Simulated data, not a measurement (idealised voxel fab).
process module | voxel capacitor over wiring
cross-section cut | 170 nm wide | cells 5 nm
A cross-section is a grid of square cells, given in bands from the top down. A band is one or more rows of cells.
Each band's line starts with the height of the band's top and of its bottom, in nm. Then come its materials from left to right, each with its width in nm. One material with "throughout" fills the band from edge to edge. "air" is empty space.
Height 0 is the level under which the wafer as received is all one material. The lowest band goes on downwards, as in "0 down".
A width such as "30 to 40" changes by the same amount from each row of cells to the next, from the band's top row to its bottom row.
"no change" after a step means that no cell of the cross-section changed.
closed voids: empty space of 8 cells or more with no open way to the top, each as width x height at its distance from the left edge, in nm
after a step's settings: what the simulator itself notes on the step
overlay nm, on a step with a mask: how far to the right of its planned place the mask lay; to the left if negative
plan
1 op RECEIVE | material Si
2 op CONFORMAL_DEP | material SiO2 | thk nm 10
3 op DIRECTIONAL_DEP | material TiN | thk nm 5
4 op DIRECTIONAL_DEP | material Ru | thk nm 15
5 op DIRECTIONAL_DEP | material aC | thk nm 15
6 op PATTERN | tone cover | mask id METAL_1 | material resist | width nm 20 | pitch nm 80 | thk nm 35 | overlay nm 0
7 op DIRECTIONAL_ETCH | etch materials aC | depth nm 15
8 op STRIP | etch materials resist
9 op DIRECTIONAL_ETCH | etch materials Ru | depth nm 15
10 op DIRECTIONAL_ETCH | etch materials TiN | depth nm 5
11 op STRIP | etch materials aC
12 op FILL_DEP | material SiO2 | thk nm 10
13 op CMP | height nm 30
14 op CONFORMAL_DEP | material SiCN | thk nm 5
15 op DIRECTIONAL_DEP | material lowk | thk nm 15
16 op DIRECTIONAL_DEP | material aC | thk nm 15
17 op PATTERN | tone open | mask id PLUG_1 | material resist | width nm 15 | thk nm 30 | overlay nm 0
18 op DIRECTIONAL_ETCH | etch materials aC | depth nm 15
19 op STRIP | etch materials resist
20 op DIRECTIONAL_ETCH | etch materials lowk | depth nm 15
21 op DIRECTIONAL_ETCH | etch materials SiCN | depth nm 5
22 op STRIP | etch materials aC
23 op CONFORMAL_DEP | material TiN | thk nm 5
24 op FILL_DEP | material W | thk nm 5
25 op CMP | height nm 50
26 op DIRECTIONAL_DEP | material TiN | thk nm 10
27 op DIRECTIONAL_DEP | material SiN | thk nm 5
28 op DIRECTIONAL_DEP | material TiN | thk nm 10
29 op MASKED_ETCH | tone cover | mask id UPPER_PLATE | width nm 65 | etch materials TiN | depth nm 10 | overlay nm 0
30 op MASKED_ETCH | tone cover | mask id UPPER_PLATE | width nm 65 | etch materials SiN | depth nm 5 | overlay nm 0
31 op PATTERN | tone cover | mask id LOWER_PLATE | material resist | width nm 75 | thk nm 20 | overlay nm 0
32 op DIRECTIONAL_ETCH | etch materials TiN | depth nm 10
33 op STRIP | etch materials resist
34 op FILL_DEP | material SiO2 | thk nm 15
35 op CMP | height nm 85
36 op DIRECTIONAL_DEP | material aC | thk nm 15
37 op PATTERN | tone open | mask id PLUG_2 | material resist | width nm 15 | thk nm 30 | overlay nm 0
38 op DIRECTIONAL_ETCH | etch materials aC | depth nm 15
39 op STRIP | etch materials resist
40 op DIRECTIONAL_ETCH | etch materials SiO2 | depth nm 10
41 op STRIP | etch materials aC
42 op CONFORMAL_DEP | material TiN | thk nm 5
43 op FILL_DEP | material Cu | thk nm 5
44 op CMP | height nm 85
45 op CONFORMAL_DEP | material SiN | thk nm 5
as received, after step 1
  0 down: Si throughout
  closed voids: none
a wafer at the end: this start, this plan, one mistake
  90 to 85: SiN throughout
  85 to 80: SiO2 50 | TiN 5 | Cu 5 | TiN 5 | SiO2 105
  80 to 75: SiO2 50 | TiN 15 | SiO2 105
  75 to 70: SiO2 throughout
  70 to 60: SiO2 40 | TiN 65 | SiO2 65
  60 to 50: SiO2 35 | TiN 75 | SiO2 60
  50 to 35: lowk 40 | TiN 5 | W 5 | TiN 5 | lowk 115
  35 to 30: SiCN 40 | TiN 15 | SiCN 115
  30 to 15: SiO2 35 | Ru 20 | SiO2 60 | Ru 20 | SiO2 35
  15 to 10: SiO2 35 | TiN 20 | SiO2 60 | TiN 20 | SiO2 35
  10 to 0: SiO2 throughout
  0 down: Si throughout
  closed voids: none
what went wrong: step 27 was left out
